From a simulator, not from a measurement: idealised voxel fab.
This is a process module. Its name is voxel wiring stack.
We display cut, a cross-section 290 nm in width whose square cells are each 5 nm.
The cross-sections in this document take the form of a grid made of square cells. They are written out as bands, in order from top to bottom. Each band consists of one or more rows of cells. Each band's line starts with the height of the band's top and of its bottom, in nm. Then come its materials from left to right, each with its width in nm. One material with "full width" fills the band from edge to edge. "empty" is empty space. Heights are expressed relative to 0, this being the level below which the as-received wafer comprises one material exclusively. The lowest band is unbounded in the downward direction and is denoted as in "0..down". Quick explanation for "30..40": the width changes in equal steps down the rows of cells, from the first number in the band's top row to the second number in its bottom row. Step note "nothing changed" = no cross-section cell changed. Look at "Entrapped void list" for the closed voids: empty spaces with no open path to the top, sized 8 cells or up. Each is width x height at distance, distance from the left edge, all nm. Post-settings text on a step line: simulator's own remark regarding the step. What "overlay nm" on a step's line means: if the step has a mask, that mask lay this far to the right of its planned place, or, when the value is negative, to the left.
Process steps (planned):
- 1: RECEIVE with material Si
- 2: CONFORMAL_DEP with material SiO2, thk nm 10
- 3: DIRECTIONAL_DEP with material TiN, thk nm 5
- 4: DIRECTIONAL_DEP with material W, thk nm 20
- 5: MASKED_ETCH with tone cover, mask id METAL_1, width nm 25, pitch nm 45, etch materials W, depth nm 20, overlay nm 0
- 6: MASKED_ETCH with tone cover, mask id METAL_1, width nm 25, pitch nm 45, etch materials TiN, depth nm 5, overlay nm 0
- 7: FILL_DEP with material lowk, thk nm 5
- 8: CMP with height nm 35
- 9: CONFORMAL_DEP with material SiCN, thk nm 5
- 10: DIRECTIONAL_DEP with material lowk, thk nm 30
- 11: DIRECTIONAL_DEP with material aC, thk nm 10
- 12: PATTERN with tone open, mask id METAL_2_HOLES, material resist, width nm 15, thk nm 30, overlay nm 0
- 13: DIRECTIONAL_ETCH with etch materials aC, depth nm 10
- 14: STRIP with etch materials resist
- 15: DIRECTIONAL_ETCH with etch materials lowk, depth nm 30
- 16: STRIP with etch materials aC
- 17: MASKED_ETCH with tone open, mask id METAL_2, width nm 25, pitch nm 45, etch materials lowk, depth nm 15, overlay nm 0
- 18: MASKED_ETCH with tone open, mask id METAL_2, width nm 25, pitch nm 45, etch materials SiCN, depth nm 5, overlay nm 0
- 19: CONFORMAL_DEP with material TiN, thk nm 5
- 20: FILL_DEP with material Ru, thk nm 10
- 21: CMP with height nm 70
- 22: CONFORMAL_DEP with material SiN, thk nm 5
Received-state cross-section, reflecting completion of step 1:
0..down: Si full width
Entrapped void list: none
Final wafer profile in cross-section after the module, from the same start and plan as above, with one mistake made during processing:
75..70: SiN full width
70..60: lowk 110 nm | TiN 5 nm | Ru 15 nm | TiN 5 nm | lowk 20 nm | TiN 5 nm | Ru 15 nm | TiN 5 nm | lowk 110 nm
60..55: lowk 110 nm | TiN 5 nm | Ru 5 nm | TiN 15 nm | lowk 20 nm | TiN 25 nm | lowk 110 nm
55..40: lowk 110 nm | TiN 5 nm | Ru 5 nm | TiN 5 nm | lowk 165 nm
40..35: SiCN 110 nm | TiN 15 nm | SiCN 165 nm
35..15: lowk 110 nm | W 25 nm | lowk 20 nm | W 25 nm | lowk 110 nm
15..10: lowk 110 nm | TiN 35 nm | lowk 10 nm | TiN 35 nm | lowk 100 nm
10..0: SiO2 full width
0..down: Si full width
Entrapped void list: none
Processing error: contrary to plan, step 6 was performed as MASKED_ETCH with tone cover, mask id METAL_1, width nm 25, pitch nm 45, etch materials TiN, depth nm 5, overlay nm 10
